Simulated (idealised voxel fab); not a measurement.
voxel air gaps: a process module
Cross-section cut spans 175 nm and uses square cells 5 nm in size.
A cross-section in this document is a grid of square cells, and it is written down as bands, the top band listed before the ones below it; a band is made up of one or more rows of cells.
The entry gives the band's vertical extent as a top height and a bottom height in nm, then its horizontal make-up as materials from left to right, each with a width in nm. "air" stands for empty space; a single material marked "all across" fills the band edge to edge.
Ref level 0: as-received wafer is one material below here. Bottom band extends down with no lower bound ("0 and below").
Width: "30..40" (first number = top row, second number = bottom row, same change from row to row of cells).
Key: "remained unchanged" - step with no changed cell in the cross-section.
Trapped cavities: empty space of 8 cells or more with no open way to the top, each as width x height at its distance from the left edge, in nm
Step line, after settings: the simulator's comment on this step.
overlay nm: step with mask; distance mask lay right of planned place; negative value = left of planned place.
List of planned process steps
- 1: RECEIVE | material Si
- 2: CONFORMAL_DEP | material SiO2 | thk nm 10
- 3: CONFORMAL_DEP | material SiCN | thk nm 5
- 4: DIRECTIONAL_DEP | material lowk | thk nm 40
- 5: DIRECTIONAL_DEP | material aC | thk nm 15
- 6: PATTERN | tone open | mask id LINES | material resist | width nm 15 | pitch nm 40 | thk nm 30 | overlay nm 0
- 7: DIRECTIONAL_ETCH | etch materials aC | depth nm 5
- 8: STRIP | etch materials resist
- 9: DIRECTIONAL_ETCH | etch materials lowk | depth nm 40
- 10: STRIP | etch materials aC
- 11: CONFORMAL_DEP | material TiN | thk nm 5
- 12: FILL_DEP | material W | thk nm 5
- 13: CMP | height nm 55
- 14: EPI | material Ru | thk nm 10
- 15: SELECTIVE_ETCH | etch materials lowk | depth nm 50
- 16: CONFORMAL_DEP | material SiCN | thk nm 5
Among the wafers covered here, the point of difference is the depth nm at step 7; their starting state is shared, and the plan presents the value of the first wafer.
So this is the first of several wafers, cross-sectioned as it came to us, meaning it's at the end of step 1
* 0 and below: Si all across
* Trapped cavities: none
Basically each wafer gets a line in the table, showing it at the end of the module: material by material, the cells it gained (+) or lost (-) since we got it, then its closed voids
depth nm 5 | +70 SiCN | +70 SiO2 | Trapped cavities: none
depth nm 10 | +70 SiCN | +70 SiO2 | Trapped cavities: none
depth nm 15 | +56 Ru | +170 SiCN | +70 SiO2 | +68 TiN | +28 W | Trapped cavities: 15 x 30 at 40; 15 x 30 at 80; 15 x 30 at 120
depth nm 20 | +56 Ru | +170 SiCN | +70 SiO2 | +68 TiN | +28 W | Trapped cavities: 15 x 30 at 40; 15 x 30 at 80; 15 x 30 at 120
depth nm 25 | +56 Ru | +170 SiCN | +70 SiO2 | +68 TiN | +28 W | Trapped cavities: 15 x 30 at 40; 15 x 30 at 80; 15 x 30 at 120
depth nm 30 | +56 Ru | +170 SiCN | +70 SiO2 | +68 TiN | +28 W | Trapped cavities: 15 x 30 at 40; 15 x 30 at 80; 15 x 30 at 120
